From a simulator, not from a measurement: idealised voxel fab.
Process module under the name voxel transistor to metal
Cross-sectional view cut (width: 280 nm; square cell size: 5 nm).
Cross-sections here: square-cell grids, written as top-down lists of bands, a band being one or more rows of cells.
Quick guide to a band line: top height, bottom height (nm) up front; then every material left to right with its width in nm. Only one material and it's marked "edge to edge"? Then it fills the band edge to edge. And "air" just means empty space.
For the purposes of this specification, 0 denotes the height below which the wafer in its as-received condition is composed wholly of one material, and the lowermost band, lacking a lower limit, extends downward without end, as expressed in "from 0 down".
The expression "30..40" gives the width at the extremes of the band, the first number at its top row of cells and the second at its bottom row, with the width changing by equal amounts from each row to the next in between.
"no modifications" means the step left every cell of the cross-section as it was.
Entry "Voids, enclosed". Content: empty spaces with no open connection to the top, size 8 cells or greater. Each: width x height at distance. Distance: from left edge. Unit: nm.
Anything after a step's settings on that line? It's the simulator's own note about the step.
"overlay nm", when on a step's line for a step with a mask, measures how far to the right of its planned place the mask lay; a negative measure means to the left.
### Process steps foreseen in the plan
1,RECEIVE with material Si
2,OXIDIZE with depth nm 5
3,CONFORMAL_DEP with material SiN, thk nm 10
4,MASKED_ETCH with tone cover, mask id ACTIVE, width nm 110, pitch nm 130, etch materials SiN, depth nm 10, overlay nm 0
5,MASKED_ETCH with tone cover, mask id ACTIVE, width nm 110, pitch nm 130, etch materials SiO2, depth nm 5, overlay nm 0
6,MASKED_ETCH with tone cover, mask id ACTIVE, width nm 110, pitch nm 130, etch materials Si, depth nm 35, overlay nm 0
7,FILL_DEP with material SiO2, thk nm 5
8,CMP with height nm 10
9,SELECTIVE_ETCH with etch materials SiO2, depth nm 5
10,STRIP with etch materials SiN
11,SELECTIVE_ETCH with etch materials SiO2, depth nm 5
12,OXIDIZE with depth nm 5
13,DIRECTIONAL_DEP with material polySi, thk nm 20
14,DIRECTIONAL_DEP with material SiCN, thk nm 15
15,DIRECTIONAL_DEP with material aC, thk nm 10
16,PATTERN with tone cover, mask id GATE, material resist, width nm 20, pitch nm 130, thk nm 30, overlay nm 0
17,DIRECTIONAL_ETCH with etch materials aC, depth nm 10
18,STRIP with etch materials resist
19,DIRECTIONAL_ETCH with etch materials SiCN, depth nm 25
20,DIRECTIONAL_ETCH with etch materials polySi, depth nm 30
21,STRIP with etch materials aC
22,CONFORMAL_DEP with material SiO2, thk nm 5
23,DIRECTIONAL_ETCH with etch materials SiO2, depth nm 5
24,CONFORMAL_DEP with material SiN, thk nm 5
25,DIRECTIONAL_ETCH with etch materials SiN, depth nm 5
26,DIRECTIONAL_ETCH with etch materials SiO2, depth nm 5
27,DIRECTIONAL_ETCH with etch materials Si, depth nm 15
28,EPI with material SiGe, thk nm 15
29,FILL_DEP with material SiO2, thk nm 10
30,CMP with height nm 30
31,DIRECTIONAL_DEP with material SiO2, thk nm 15
32,MASKED_ETCH with tone open, mask id CONTACT, width nm 15, etch materials SiO2, depth nm 40, overlay nm 0
33,CONFORMAL_DEP with material TiN, thk nm 5
34,FILL_DEP with material Ru, thk nm 5
35,CMP with height nm 45
36,CONFORMAL_DEP with material SiN, thk nm 5
37,DIRECTIONAL_DEP with material lowk, thk nm 15
38,PATTERN with tone open, mask id METAL_1, material resist, width nm 15, thk nm 15, overlay nm 0
39,DIRECTIONAL_ETCH with etch materials lowk, depth nm 15
40,DIRECTIONAL_ETCH with etch materials SiN, depth nm 5
41,STRIP with etch materials resist
42,CONFORMAL_DEP with material TiN, thk nm 5
43,FILL_DEP with material W, thk nm 5
44,CMP with height nm 65
45,EPI with material Ru, thk nm 5
46,FILL_DEP with material SiCN, thk nm 5
### Of two wafers, the first: run according to plan
### So this is the incoming wafer in cross-section - it's already been through step 1
* from 0 down  Si edge to edge
* Voids, enclosed: none
### After step 2, in cross-section
* from 0 to -5  SiO2 edge to edge
* Whatever lies below -5 is exactly as it was before.
### After step 3, in cross-section
* from 10 to 0  SiN edge to edge
* Whatever lies below 0 is exactly as it was before.
### After step 4, in cross-section
* from 10 to 0  air=20 | SiN=110 | air=20 | SiN=110 | air=20
* Whatever lies below 0 is exactly as it was before.
### After step 5, in cross-section
* from 10 to 0  air=20 | SiN=110 | air=20 | SiN=110 | air=20
* from 0 to -5  air=20 | SiO2=110 | air=20 | SiO2=110 | air=20
* Whatever lies below -5 is exactly as it was before.
### After step 6, in cross-section
* from 10 to 0  air=20 | SiN=110 | air=20 | SiN=110 | air=20
* from 0 to -5  air=20 | SiO2=110 | air=20 | SiO2=110 | air=20
* from -5 to -40  air=20 | Si=110 | air=20 | Si=110 | air=20
* Whatever lies below -40 is exactly as it was before.
### After step 7, in cross-section
* from 15 to 10  SiO2 edge to edge
* from 10 to 0  SiO2=20 | SiN=110 | SiO2=20 | SiN=110 | SiO2=20
* from 0 to -5  SiO2 edge to edge
* from -5 to -40  SiO2=20 | Si=110 | SiO2=20 | Si=110 | SiO2=20
* Whatever lies below -40 is exactly as it was before.
### After step 8, in cross-section
* from 10 to 0  SiO2=20 | SiN=110 | SiO2=20 | SiN=110 | SiO2=20
* Whatever lies below 0 is exactly as it was before.
### After step 9, in cross-section
* from 10 to 5  air=20 | SiN=110 | air=20 | SiN=110 | air=20
* Whatever lies below 5 is exactly as it was before.
### After step 10, in cross-section
* from 5 to 0  SiO2=20 | air=110 | SiO2=20 | air=110 | SiO2=20
* Whatever lies below 0 is exactly as it was before.
### After step 11, in cross-section
* from 0 to -5  SiO2=15 | air=120 | SiO2=10 | air=120 | SiO2=15
* Whatever lies below -5 is exactly as it was before.
### After step 12, in cross-section
* from 0 to -5  SiO2=15 | air=120 | SiO2=10 | air=120 | SiO2=15
* from -5 to -10  SiO2 edge to edge
* Whatever lies below -10 is exactly as it was before.
### After step 13, in cross-section
* from 20 to 15  polySi=15 | air=120 | polySi=10 | air=120 | polySi=15
* from 15 to 0  polySi edge to edge
* from 0 to -5  SiO2=15 | polySi=120 | SiO2=10 | polySi=120 | SiO2=15
* Whatever lies below -5 is exactly as it was before.
### After step 14, in cross-section
* from 35 to 30  SiCN=15 | air=120 | SiCN=10 | air=120 | SiCN=15
* from 30 to 20  SiCN edge to edge
* from 20 to 15  polySi=15 | SiCN=120 | polySi=10 | SiCN=120 | polySi=15
* Whatever lies below 15 is exactly as it was before.
### After step 15, in cross-section
* from 45 to 40  aC=15 | air=120 | aC=10 | air=120 | aC=15
* from 40 to 35  aC edge to edge
* from 35 to 30  SiCN=15 | aC=120 | SiCN=10 | aC=120 | SiCN=15
* Whatever lies below 30 is exactly as it was before.
### After step 16, in cross-section
* from 75 to 45  air=65 | resist=20 | air=110 | resist=20 | air=65
* from 45 to 40  aC=15 | air=50 | resist=20 | air=50 | aC=10 | air=50 | resist=20 | air=50 | aC=15
* Whatever lies below 40 is exactly as it was before.
### After step 17, in cross-section
* from 65 to 40  air=65 | resist=20 | air=110 | resist=20 | air=65
* from 40 to 35  air=65 | aC=20 | air=110 | aC=20 | air=65
* from 35 to 30  SiCN=15 | air=50 | aC=20 | air=50 | SiCN=10 | air=50 | aC=20 | air=50 | SiCN=15
* Whatever lies below 30 is exactly as it was before.
### After step 18, in cross-section
* from 40 to 35  air=65 | aC=20 | air=110 | aC=20 | air=65
* Whatever lies below 35 is exactly as it was before.
### After step 19, in cross-section
* from 40 to 30  air=65 | aC=20 | air=110 | aC=20 | air=65
* from 30 to 20  air=65 | SiCN=20 | air=110 | SiCN=20 | air=65
* from 20 to 15  polySi=15 | air=50 | SiCN=20 | air=50 | polySi=10 | air=50 | SiCN=20 | air=50 | polySi=15
* Whatever lies below 15 is exactly as it was before.
### After step 20, in cross-section
* from 40 to 30  air=65 | aC=20 | air=110 | aC=20 | air=65
* from 30 to 15  air=65 | SiCN=20 | air=110 | SiCN=20 | air=65
* from 15 to 0  air=65 | polySi=20 | air=110 | polySi=20 | air=65
* from 0 to -5  SiO2=15 | air=50 | polySi=20 | air=50 | SiO2=10 | air=50 | polySi=20 | air=50 | SiO2=15
* Whatever lies below -5 is exactly as it was before.
### After step 21, in cross-section
* from 30 to 15  air=65 | SiCN=20 | air=110 | SiCN=20 | air=65
* Whatever lies below 15 is exactly as it was before.
### After step 22, in cross-section
* from 35 to 30  air=60 | SiO2=30 | air=100 | SiO2=30 | air=60
* from 30 to 15  air=60 | SiO2=5 | SiCN=20 | SiO2=5 | air=100 | SiO2=5 | SiCN=20 | SiO2=5 | air=60
* from 15 to 5  air=60 | SiO2=5 | polySi=20 | SiO2=5 | air=100 | SiO2=5 | polySi=20 | SiO2=5 | air=60
* from 5 to 0  SiO2=20 | air=40 | SiO2=5 | polySi=20 | SiO2=5 | air=40 | SiO2=20 | air=40 | SiO2=5 | polySi=20 | SiO2=5 | air=40 | SiO2=20
* from 0 to -5  SiO2=65 | polySi=20 | SiO2=110 | polySi=20 | SiO2=65
* Whatever lies below -5 is exactly as it was before.
### After step 23, in cross-section
* from 30 to 15  air=60 | SiO2=5 | SiCN=20 | SiO2=5 | air=100 | SiO2=5 | SiCN=20 | SiO2=5 | air=60
* from 15 to 0  air=60 | SiO2=5 | polySi=20 | SiO2=5 | air=100 | SiO2=5 | polySi=20 | SiO2=5 | air=60
* from 0 to -5  SiO2=20 | air=40 | SiO2=5 | polySi=20 | SiO2=5 | air=40 | SiO2=20 | air=40 | SiO2=5 | polySi=20 | SiO2=5 | air=40 | SiO2=20
* Whatever lies below -5 is exactly as it was before.
### After step 24, in cross-section
* from 35 to 30  air=55 | SiN=40 | air=90 | SiN=40 | air=55
* from 30 to 15  air=55 | SiN=5 | SiO2=5 | SiCN=20 | SiO2=5 | SiN=5 | air=90 | SiN=5 | SiO2=5 | SiCN=20 | SiO2=5 | SiN=5 | air=55
* from 15 to 5  air=55 | SiN=5 | SiO2=5 | polySi=20 | SiO2=5 | SiN=5 | air=90 | SiN=5 | SiO2=5 | polySi=20 | SiO2=5 | SiN=5 | air=55
* from 5 to 0  SiN=25 | air=30 | SiN=5 | SiO2=5 | polySi=20 | SiO2=5 | SiN=5 | air=30 | SiN=30 | air=30 | SiN=5 | SiO2=5 | polySi=20 | SiO2=5 | SiN=5 | air=30 | SiN=25
* from 0 to -5  SiO2=20 | SiN=40 | SiO2=5 | polySi=20 | SiO2=5 | SiN=40 | SiO2=20 | SiN=40 | SiO2=5 | polySi=20 | SiO2=5 | SiN=40 | SiO2=20
* Whatever lies below -5 is exactly as it was before.
### After step 25, in cross-section
* from 30 to 15  air=55 | SiN=5 | SiO2=5 | SiCN=20 | SiO2=5 | SiN=5 | air=90 | SiN=5 | SiO2=5 | SiCN=20 | SiO2=5 | SiN=5 | air=55
* from 15 to 0  air=55 | SiN=5 | SiO2=5 | polySi=20 | SiO2=5 | SiN=5 | air=90 | SiN=5 | SiO2=5 | polySi=20 | SiO2=5 | SiN=5 | air=55
* from 0 to -5  SiO2=20 | SiN=5 | air=30 | SiN=5 | SiO2=5 | polySi=20 | SiO2=5 | SiN=5 | air=30 | SiN=5 | SiO2=20 | SiN=5 | air=30 | SiN=5 | SiO2=5 | polySi=20 | SiO2=5 | SiN=5 | air=30 | SiN=5 | SiO2=20
* Whatever lies below -5 is exactly as it was before.
### After step 26, in cross-section
* from 30 to 25  air=55 | SiN=5 | air=5 | SiCN=20 | air=5 | SiN=5 | air=90 | SiN=5 | air=5 | SiCN=20 | air=5 | SiN=5 | air=55
* from 25 to 15  air=55 | SiN=5 | SiO2=5 | SiCN=20 | SiO2=5 | SiN=5 | air=90 | SiN=5 | SiO2=5 | SiCN=20 | SiO2=5 | SiN=5 | air=55
* from 15 to 0  air=55 | SiN=5 | SiO2=5 | polySi=20 | SiO2=5 | SiN=5 | air=90 | SiN=5 | SiO2=5 | polySi=20 | SiO2=5 | SiN=5 | air=55
* from 0 to -5  air=20 | SiN=5 | air=30 | SiN=5 | SiO2=5 | polySi=20 | SiO2=5 | SiN=5 | air=30 | SiN=5 | air=20 | SiN=5 | air=30 | SiN=5 | SiO2=5 | polySi=20 | SiO2=5 | SiN=5 | air=30 | SiN=5 | air=20
* from -5 to -10  SiO2=25 | air=30 | SiO2=40 | air=30 | SiO2=30 | air=30 | SiO2=40 | air=30 | SiO2=25
* Whatever lies below -10 is exactly as it was before.
### After step 27, in cross-section
* from 30 to 25  air=55 | SiN=5 | air=5 | SiCN=20 | air=5 | SiN=5 | air=90 | SiN=5 | air=5 | SiCN=20 | air=5 | SiN=5 | air=55
* from 25 to 15  air=55 | SiN=5 | SiO2=5 | SiCN=20 | SiO2=5 | SiN=5 | air=90 | SiN=5 | SiO2=5 | SiCN=20 | SiO2=5 | SiN=5 | air=55
* from 15 to 0  air=55 | SiN=5 | SiO2=5 | polySi=20 | SiO2=5 | SiN=5 | air=90 | SiN=5 | SiO2=5 | polySi=20 | SiO2=5 | SiN=5 | air=55
* from 0 to -5  air=20 | SiN=5 | air=30 | SiN=5 | SiO2=5 | polySi=20 | SiO2=5 | SiN=5 | air=30 | SiN=5 | air=20 | SiN=5 | air=30 | SiN=5 | SiO2=5 | polySi=20 | SiO2=5 | SiN=5 | air=30 | SiN=5 | air=20
* from -5 to -10  SiO2=25 | air=30 | SiO2=40 | air=30 | SiO2=30 | air=30 | SiO2=40 | air=30 | SiO2=25
* from -10 to -25  SiO2=20 | Si=5 | air=30 | Si=40 | air=30 | Si=5 | SiO2=20 | Si=5 | air=30 | Si=40 | air=30 | Si=5 | SiO2=20
* Whatever lies below -25 is exactly as it was before.
### After step 28, in cross-section
* from 30 to 25  air=55 | SiN=5 | air=5 | SiCN=20 | air=5 | SiN=5 | air=90 | SiN=5 | air=5 | SiCN=20 | air=5 | SiN=5 | air=55
* from 25 to 15  air=55 | SiN=5 | SiO2=5 | SiCN=20 | SiO2=5 | SiN=5 | air=90 | SiN=5 | SiO2=5 | SiCN=20 | SiO2=5 | SiN=5 | air=55
* from 15 to 5  air=55 | SiN=5 | SiO2=5 | polySi=20 | SiO2=5 | SiN=5 | air=90 | SiN=5 | SiO2=5 | polySi=20 | SiO2=5 | SiN=5 | air=55
* from 5 to 0  air=20 | SiGe=35 | SiN=5 | SiO2=5 | polySi=20 | SiO2=5 | SiN=5 | SiGe=35 | air=20 | SiGe=35 | SiN=5 | SiO2=5 | polySi=20 | SiO2=5 | SiN=5 | SiGe=35 | air=20
* from 0 to -5  air=20 | SiN=5 | SiGe=30 | SiN=5 | SiO2=5 | polySi=20 | SiO2=5 | SiN=5 | SiGe=30 | SiN=5 | air=20 | SiN=5 | SiGe=30 | SiN=5 | SiO2=5 | polySi=20 | SiO2=5 | SiN=5 | SiGe=30 | SiN=5 | air=20
* from -5 to -10  SiO2=25 | SiGe=30 | SiO2=40 | SiGe=30 | SiO2=30 | SiGe=30 | SiO2=40 | SiGe=30 | SiO2=25
* from -10 to -25  SiO2=20 | Si=5 | SiGe=30 | Si=40 | SiGe=30 | Si=5 | SiO2=20 | Si=5 | SiGe=30 | Si=40 | SiGe=30 | Si=5 | SiO2=20
* Whatever lies below -25 is exactly as it was before.
### After step 29, in cross-section
* from 40 to 30  SiO2 edge to edge
* from 30 to 15  SiO2=55 | SiN=5 | SiO2=5 | SiCN=20 | SiO2=5 | SiN=5 | SiO2=90 | SiN=5 | SiO2=5 | SiCN=20 | SiO2=5 | SiN=5 | SiO2=55
* from 15 to 5  SiO2=55 | SiN=5 | SiO2=5 | polySi=20 | SiO2=5 | SiN=5 | SiO2=90 | SiN=5 | SiO2=5 | polySi=20 | SiO2=5 | SiN=5 | SiO2=55
* from 5 to 0  SiO2=20 | SiGe=35 | SiN=5 | SiO2=5 | polySi=20 | SiO2=5 | SiN=5 | SiGe=35 | SiO2=20 | SiGe=35 | SiN=5 | SiO2=5 | polySi=20 | SiO2=5 | SiN=5 | SiGe=35 | SiO2=20
* from 0 to -5  SiO2=20 | SiN=5 | SiGe=30 | SiN=5 | SiO2=5 | polySi=20 | SiO2=5 | SiN=5 | SiGe=30 | SiN=5 | SiO2=20 | SiN=5 | SiGe=30 | SiN=5 | SiO2=5 | polySi=20 | SiO2=5 | SiN=5 | SiGe=30 | SiN=5 | SiO2=20
* Whatever lies below -5 is exactly as it was before.
### After step 30, in cross-section
* from 30 to 15  SiO2=55 | SiN=5 | SiO2=5 | SiCN=20 | SiO2=5 | SiN=5 | SiO2=90 | SiN=5 | SiO2=5 | SiCN=20 | SiO2=5 | SiN=5 | SiO2=55
* Whatever lies below 15 is exactly as it was before.
### After step 31, in cross-section
* from 45 to 30  SiO2 edge to edge
* Whatever lies below 30 is exactly as it was before.
### After step 32, in cross-section
* from 45 to 30  SiO2=30 | air=15 | SiO2=60 | air=15 | SiO2=40 | air=15 | SiO2=60 | air=15 | SiO2=30
* from 30 to 15  SiO2=30 | air=15 | SiO2=10 | SiN=5 | SiO2=5 | SiCN=20 | SiO2=5 | SiN=5 | SiO2=10 | air=15 | SiO2=40 | air=15 | SiO2=10 | SiN=5 | SiO2=5 | SiCN=20 | SiO2=5 | SiN=5 | SiO2=10 | air=15 | SiO2=30
* from 15 to 5  SiO2=30 | air=15 | SiO2=10 | SiN=5 | SiO2=5 | polySi=20 | SiO2=5 | SiN=5 | SiO2=10 | air=15 | SiO2=40 | air=15 | SiO2=10 | SiN=5 | SiO2=5 | polySi=20 | SiO2=5 | SiN=5 | SiO2=10 | air=15 | SiO2=30
* Whatever lies below 5 is exactly as it was before.
### After step 33, in cross-section
* from 50 to 45  TiN=35 | air=5 | TiN=70 | air=5 | TiN=50 | air=5 | TiN=70 | air=5 | TiN=35
* from 45 to 30  SiO2=30 | TiN=5 | air=5 | TiN=5 | SiO2=60 | TiN=5 | air=5 | TiN=5 | SiO2=40 | TiN=5 | air=5 | TiN=5 | SiO2=60 | TiN=5 | air=5 | TiN=5 | SiO2=30
* from 30 to 15  SiO2=30 | TiN=5 | air=5 | TiN=5 | SiO2=10 | SiN=5 | SiO2=5 | SiCN=20 | SiO2=5 | SiN=5 | SiO2=10 | TiN=5 | air=5 | TiN=5 | SiO2=40 | TiN=5 | air=5 | TiN=5 | SiO2=10 | SiN=5 | SiO2=5 | SiCN=20 | SiO2=5 | SiN=5 | SiO2=10 | TiN=5 | air=5 | TiN=5 | SiO2=30
* from 15 to 10  SiO2=30 | TiN=5 | air=5 | TiN=5 | SiO2=10 | SiN=5 | SiO2=5 | polySi=20 | SiO2=5 | SiN=5 | SiO2=10 | TiN=5 | air=5 | TiN=5 | SiO2=40 | TiN=5 | air=5 | TiN=5 | SiO2=10 | SiN=5 | SiO2=5 | polySi=20 | SiO2=5 | SiN=5 | SiO2=10 | TiN=5 | air=5 | TiN=5 | SiO2=30
* from 10 to 5  SiO2=30 | TiN=15 | SiO2=10 | SiN=5 | SiO2=5 | polySi=20 | SiO2=5 | SiN=5 | SiO2=10 | TiN=15 | SiO2=40 | TiN=15 | SiO2=10 | SiN=5 | SiO2=5 | polySi=20 | SiO2=5 | SiN=5 | SiO2=10 | TiN=15 | SiO2=30
* Whatever lies below 5 is exactly as it was before.
### After step 34, in cross-section
* from 55 to 50  Ru edge to edge
* from 50 to 45  TiN=35 | Ru=5 | TiN=70 | Ru=5 | TiN=50 | Ru=5 | TiN=70 | Ru=5 | TiN=35
* from 45 to 30  SiO2=30 | TiN=5 | Ru=5 | TiN=5 | SiO2=60 | TiN=5 | Ru=5 | TiN=5 | SiO2=40 | TiN=5 | Ru=5 | TiN=5 | SiO2=60 | TiN=5 | Ru=5 | TiN=5 | SiO2=30
* from 30 to 15  SiO2=30 | TiN=5 | Ru=5 | TiN=5 | SiO2=10 | SiN=5 | SiO2=5 | SiCN=20 | SiO2=5 | SiN=5 | SiO2=10 | TiN=5 | Ru=5 | TiN=5 | SiO2=40 | TiN=5 | Ru=5 | TiN=5 | SiO2=10 | SiN=5 | SiO2=5 | SiCN=20 | SiO2=5 | SiN=5 | SiO2=10 | TiN=5 | Ru=5 | TiN=5 | SiO2=30
* from 15 to 10  SiO2=30 | TiN=5 | Ru=5 | TiN=5 | SiO2=10 | SiN=5 | SiO2=5 | polySi=20 | SiO2=5 | SiN=5 | SiO2=10 | TiN=5 | Ru=5 | TiN=5 | SiO2=40 | TiN=5 | Ru=5 | TiN=5 | SiO2=10 | SiN=5 | SiO2=5 | polySi=20 | SiO2=5 | SiN=5 | SiO2=10 | TiN=5 | Ru=5 | TiN=5 | SiO2=30
* Whatever lies below 10 is exactly as it was before.
### After step 35, in cross-section
* from 45 to 30  SiO2=30 | TiN=5 | Ru=5 | TiN=5 | SiO2=60 | TiN=5 | Ru=5 | TiN=5 | SiO2=40 | TiN=5 | Ru=5 | TiN=5 | SiO2=60 | TiN=5 | Ru=5 | TiN=5 | SiO2=30
* Whatever lies below 30 is exactly as it was before.
### After step 36, in cross-section
* from 50 to 45  SiN edge to edge
* Whatever lies below 45 is exactly as it was before.
### After step 37, in cross-section
* from 65 to 50  lowk edge to edge
* Whatever lies below 50 is exactly as it was before.
### After step 38, in cross-section
* from 80 to 65  resist=30 | air=15 | resist=60 | air=15 | resist=40 | air=15 | resist=60 | air=15 | resist=30
* Whatever lies below 65 is exactly as it was before.
### After step 39, in cross-section
* from 80 to 65  resist=30 | air=15 | resist=60 | air=15 | resist=40 | air=15 | resist=60 | air=15 | resist=30
* from 65 to 50  lowk=30 | air=15 | lowk=60 | air=15 | lowk=40 | air=15 | lowk=60 | air=15 | lowk=30
* Whatever lies below 50 is exactly as it was before.
### After step 40, in cross-section
* from 80 to 65  resist=30 | air=15 | resist=60 | air=15 | resist=40 | air=15 | resist=60 | air=15 | resist=30
* from 65 to 50  lowk=30 | air=15 | lowk=60 | air=15 | lowk=40 | air=15 | lowk=60 | air=15 | lowk=30
* from 50 to 45  SiN=30 | air=15 | SiN=60 | air=15 | SiN=40 | air=15 | SiN=60 | air=15 | SiN=30
* Whatever lies below 45 is exactly as it was before.
### After step 41, in cross-section
* from 65 to 50  lowk=30 | air=15 | lowk=60 | air=15 | lowk=40 | air=15 | lowk=60 | air=15 | lowk=30
* Whatever lies below 50 is exactly as it was before.
### After step 42, in cross-section
* from 70 to 65  TiN=35 | air=5 | TiN=70 | air=5 | TiN=50 | air=5 | TiN=70 | air=5 | TiN=35
* from 65 to 50  lowk=30 | TiN=5 | air=5 | TiN=5 | lowk=60 | TiN=5 | air=5 | TiN=5 | lowk=40 | TiN=5 | air=5 | TiN=5 | lowk=60 | TiN=5 | air=5 | TiN=5 | lowk=30
* from 50 to 45  SiN=30 | TiN=15 | SiN=60 | TiN=15 | SiN=40 | TiN=15 | SiN=60 | TiN=15 | SiN=30
* Whatever lies below 45 is exactly as it was before.
### After step 43, in cross-section
* from 75 to 70  W edge to edge
* from 70 to 65  TiN=35 | W=5 | TiN=70 | W=5 | TiN=50 | W=5 | TiN=70 | W=5 | TiN=35
* from 65 to 50  lowk=30 | TiN=5 | W=5 | TiN=5 | lowk=60 | TiN=5 | W=5 | TiN=5 | lowk=40 | TiN=5 | W=5 | TiN=5 | lowk=60 | TiN=5 | W=5 | TiN=5 | lowk=30
* Whatever lies below 50 is exactly as it was before.
### After step 44, in cross-section
* from 65 to 50  lowk=30 | TiN=5 | W=5 | TiN=5 | lowk=60 | TiN=5 | W=5 | TiN=5 | lowk=40 | TiN=5 | W=5 | TiN=5 | lowk=60 | TiN=5 | W=5 | TiN=5 | lowk=30
* Whatever lies below 50 is exactly as it was before.
### After step 45, in cross-section
* from 70 to 65  air=25 | Ru=25 | air=50 | Ru=25 | air=30 | Ru=25 | air=50 | Ru=25 | air=25
* Whatever lies below 65 is exactly as it was before.
### After step 46, in cross-section
* from 75 to 70  SiCN edge to edge
* from 70 to 65  SiCN=25 | Ru=25 | SiCN=50 | Ru=25 | SiCN=30 | Ru=25 | SiCN=50 | Ru=25 | SiCN=25
* Whatever lies below 65 is exactly as it was before.
### Wafer two. Identical start, identical plan. One mistake in execution. Identical history through step 37
### At the planned end of step 38, the second wafer in cross-section
* from 80 to 65  resist=30 | air=20 | resist=55 | air=20 | resist=35 | air=20 | resist=55 | air=20 | resist=25
* Whatever lies below 65 is exactly as it was before.
### At the planned end of step 39, the second wafer in cross-section
* from 80 to 65  resist=30 | air=20 | resist=55 | air=20 | resist=35 | air=20 | resist=55 | air=20 | resist=25
* from 65 to 50  lowk=30 | air=20 | lowk=55 | air=20 | lowk=35 | air=20 | lowk=55 | air=20 | lowk=25
* Whatever lies below 50 is exactly as it was before.
### At the planned end of step 40, the second wafer in cross-section
* from 80 to 65  resist=30 | air=20 | resist=55 | air=20 | resist=35 | air=20 | resist=55 | air=20 | resist=25
* from 65 to 50  lowk=30 | air=20 | lowk=55 | air=20 | lowk=35 | air=20 | lowk=55 | air=20 | lowk=25
* from 50 to 45  SiN=30 | air=20 | SiN=55 | air=20 | SiN=35 | air=20 | SiN=55 | air=20 | SiN=25
* Whatever lies below 45 is exactly as it was before.
### At the planned end of step 41, the second wafer in cross-section
* from 65 to 50  lowk=30 | air=20 | lowk=55 | air=20 | lowk=35 | air=20 | lowk=55 | air=20 | lowk=25
* Whatever lies below 50 is exactly as it was before.
### At the planned end of step 42, the second wafer in cross-section
* from 70 to 65  TiN=35 | air=10 | TiN=65 | air=10 | TiN=45 | air=10 | TiN=65 | air=10 | TiN=30
* from 65 to 50  lowk=30 | TiN=5 | air=10 | TiN=5 | lowk=55 | TiN=5 | air=10 | TiN=5 | lowk=35 | TiN=5 | air=10 | TiN=5 | lowk=55 | TiN=5 | air=10 | TiN=5 | lowk=25
* from 50 to 45  SiN=30 | TiN=20 | SiN=55 | TiN=20 | SiN=35 | TiN=20 | SiN=55 | TiN=20 | SiN=25
* Whatever lies below 45 is exactly as it was before.
### At the planned end of step 43, the second wafer in cross-section
* from 75 to 70  W edge to edge
* from 70 to 65  TiN=35 | W=10 | TiN=65 | W=10 | TiN=45 | W=10 | TiN=65 | W=10 | TiN=30
* from 65 to 50  lowk=30 | TiN=5 | W=10 | TiN=5 | lowk=55 | TiN=5 | W=10 | TiN=5 | lowk=35 | TiN=5 | W=10 | TiN=5 | lowk=55 | TiN=5 | W=10 | TiN=5 | lowk=25
* Whatever lies below 50 is exactly as it was before.
### At the planned end of step 44, the second wafer in cross-section
* from 65 to 50  lowk=30 | TiN=5 | W=10 | TiN=5 | lowk=55 | TiN=5 | W=10 | TiN=5 | lowk=35 | TiN=5 | W=10 | TiN=5 | lowk=55 | TiN=5 | W=10 | TiN=5 | lowk=25
* Whatever lies below 50 is exactly as it was before.
### At the planned end of step 45, the second wafer in cross-section
* from 70 to 65  air=25 | Ru=30 | air=45 | Ru=30 | air=25 | Ru=30 | air=45 | Ru=30 | air=20
* Whatever lies below 65 is exactly as it was before.
### At the planned end of step 46, the second wafer in cross-section
* from 75 to 70  SiCN edge to edge
* from 70 to 65  SiCN=25 | Ru=30 | SiCN=45 | Ru=30 | SiCN=25 | Ru=30 | SiCN=45 | Ru=30 | SiCN=20
* Whatever lies below 65 is exactly as it was before.
what went wrong: step 38 did not happen as planned, as run it was PATTERN with tone open, mask id METAL_1, material resist, width nm 20, thk nm 15, overlay nm 0
Final difference in cells, second wafer against first, listed per material as more or fewer: Ru +4 | SiCN -4 | SiN -4 | TiN +4 | W +12 | lowk -12
